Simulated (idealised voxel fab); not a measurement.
The process module that follows is named voxel capacitor over wiring.
Cross-section cut: width 155 nm, square cells of 5 nm.
A cross-section is written here as square cells arranged in a grid, and it is given in bands from the top down, each band taking up one or more rows of cells.
The band entry comprises the height of the band's top followed by the height of its bottom, expressed in nm, and subsequently the band's materials from left to right, each stated together with its width in nm. Where a single material is marked with the word "throughout", that material fills the band from edge to edge. The word "empty" represents empty space.
Note: height 0 marks the level under which the wafer is uniformly one material as received. Lowest band unbounded below, written "z 0 and below".
With a width like "30->40", each row of cells in the band differs from the next by the same amount, the top row carrying the first number and the bottom row the second.
When a step is marked "nothing was modified", none of the cells in the cross-section changed during that step.
"Fully sealed cavities" lists enclosed empty spaces (at least 8 cells, no open path upward to the top), each as width x height at distance from the left edge, in nm.
On a step's line, text after the settings is the simulator commenting on that step.
Regarding "overlay nm": on a step with a mask, it is the distance the mask lay to the right of its planned place; a negative value places it to the left.

-- These are the steps we planned for the process
1) op RECEIVE | material Si
2) op CONFORMAL_DEP | material SiO2 | thk nm 15
3) op CONFORMAL_DEP | material SiN | thk nm 5
4) op DIRECTIONAL_DEP | material SiO2 | thk nm 25
5) op PATTERN | tone open | mask id METAL_1 | material resist | width nm 25 | pitch nm 80 | thk nm 15 | overlay nm 0
6) op DIRECTIONAL_ETCH | etch materials SiO2 | depth nm 25
7) op DIRECTIONAL_ETCH | etch materials SiN | depth nm 5
8) op STRIP | etch materials resist
9) op CONFORMAL_DEP | material TiN | thk nm 5
10) op FILL_DEP | material Cu | thk nm 10
11) op CMP | height nm 45
12) op CONFORMAL_DEP | material SiCN | thk nm 5
13) op DIRECTIONAL_DEP | material lowk | thk nm 20
14) op DIRECTIONAL_DEP | material aC | thk nm 10
15) op PATTERN | tone open | mask id PLUG_1 | material resist | width nm 15 | thk nm 30 | overlay nm 0
16) op DIRECTIONAL_ETCH | etch materials aC | depth nm 10
17) op STRIP | etch materials resist
18) op DIRECTIONAL_ETCH | etch materials lowk | depth nm 20
19) op DIRECTIONAL_ETCH | etch materials SiCN | depth nm 5
20) op STRIP | etch materials aC
21) op EPI | material Ru | thk nm 10
22) op EPI | material Ru | thk nm 10
23) op EPI | material Ru | thk nm 5
24) op DIRECTIONAL_DEP | material TiN | thk nm 5
25) op DIRECTIONAL_DEP | material SiN | thk nm 5
26) op DIRECTIONAL_DEP | material TiN | thk nm 10
27) op MASKED_ETCH | tone cover | mask id UPPER_PLATE | width nm 60 | etch materials TiN | depth nm 10 | overlay nm 0
28) op MASKED_ETCH | tone cover | mask id UPPER_PLATE | width nm 60 | etch materials SiN | depth nm 5 | overlay nm 0
29) op MASKED_ETCH | tone cover | mask id LOWER_PLATE | width nm 70 | etch materials TiN | depth nm 5 | overlay nm 0
30) op FILL_DEP | material SiO2 | thk nm 20
31) op CMP | height nm 105
32) op MASKED_ETCH | tone open | mask id PLUG_2 | width nm 15 | etch materials SiO2 | depth nm 15 | overlay nm 0
33) op CONFORMAL_DEP | material TiN | thk nm 5
34) op FILL_DEP | material W | thk nm 5
35) op CMP | height nm 105
36) op CONFORMAL_DEP | material SiN | thk nm 5

-- This is the cross-section of the wafer as we received it, i.e. after step 1
	z 0 and below  Si throughout
	Fully sealed cavities: none

-- The first of the two wafers as seen in cross-section once the module was finished; processing followed the plan
	z 110 to 105  SiN throughout
	z 105 to 95  SiO2 45 nm, TiN 5 nm, W 5 nm, TiN 5 nm, SiO2 95 nm
	z 95 to 90  SiO2 45 nm, TiN 15 nm, SiO2 95 nm
	z 90 to 80  SiO2 35 nm, TiN 60 nm, SiO2 60 nm
	z 80 to 75  SiO2 35 nm, SiN 60 nm, SiO2 60 nm
	z 75 to 70  SiO2 30 nm, TiN 70 nm, SiO2 55 nm
	z 70 to 50  lowk 35 nm, Ru 15 nm, lowk 105 nm
	z 50 to 45  SiCN 35 nm, Ru 15 nm, SiCN 105 nm
	z 45 to 20  SiO2 25 nm, TiN 5 nm, Cu 15 nm, TiN 5 nm, SiO2 55 nm, TiN 5 nm, Cu 15 nm, TiN 5 nm, SiO2 25 nm
	z 20 to 15  SiN 25 nm, TiN 25 nm, SiN 55 nm, TiN 25 nm, SiN 25 nm
	z 15 to 0  SiO2 throughout
	z 0 and below  Si throughout
	Fully sealed cavities: none

-- Second wafer of the two, sectioned at the end of the module. It began like the first and followed the same plan, but one mistake was made while running it
	z 110 to 105  SiN throughout
	z 105 to 100  SiO2 45 nm, TiN 15 nm, SiO2 95 nm
	z 100 to 90  SiO2 35 nm, TiN 25 nm, SiO2 95 nm
	z 90 to 85  SiO2 35 nm, SiN 25 nm, TiN 35 nm, SiO2 60 nm
	z 85 to 80  SiO2 30 nm, TiN 65 nm, SiO2 60 nm
	z 80 to 75  SiO2 25 nm, Ru 35 nm, SiN 35 nm, SiO2 60 nm
	z 75 to 70  SiO2 25 nm, Ru 35 nm, TiN 40 nm, SiO2 55 nm
	z 70 to 50  lowk 35 nm, Ru 15 nm, lowk 105 nm
	z 50 to 45  SiCN 35 nm, Ru 15 nm, SiCN 105 nm
	z 45 to 20  SiO2 25 nm, TiN 5 nm, Cu 15 nm, TiN 5 nm, SiO2 55 nm, TiN 5 nm, Cu 15 nm, TiN 5 nm, SiO2 25 nm
	z 20 to 15  SiN 25 nm, TiN 25 nm, SiN 55 nm, TiN 25 nm, SiN 25 nm
	z 15 to 0  SiO2 throughout
	z 0 and below  Si throughout
	Fully sealed cavities: none
Processing error: which of the identical steps 21 and 22 was run twice cannot be determined, only that one of them was
at the end the second wafer has, in cells: Ru: 14 more; SiO2: 8 fewer; TiN: 4 fewer; W: 2 fewer
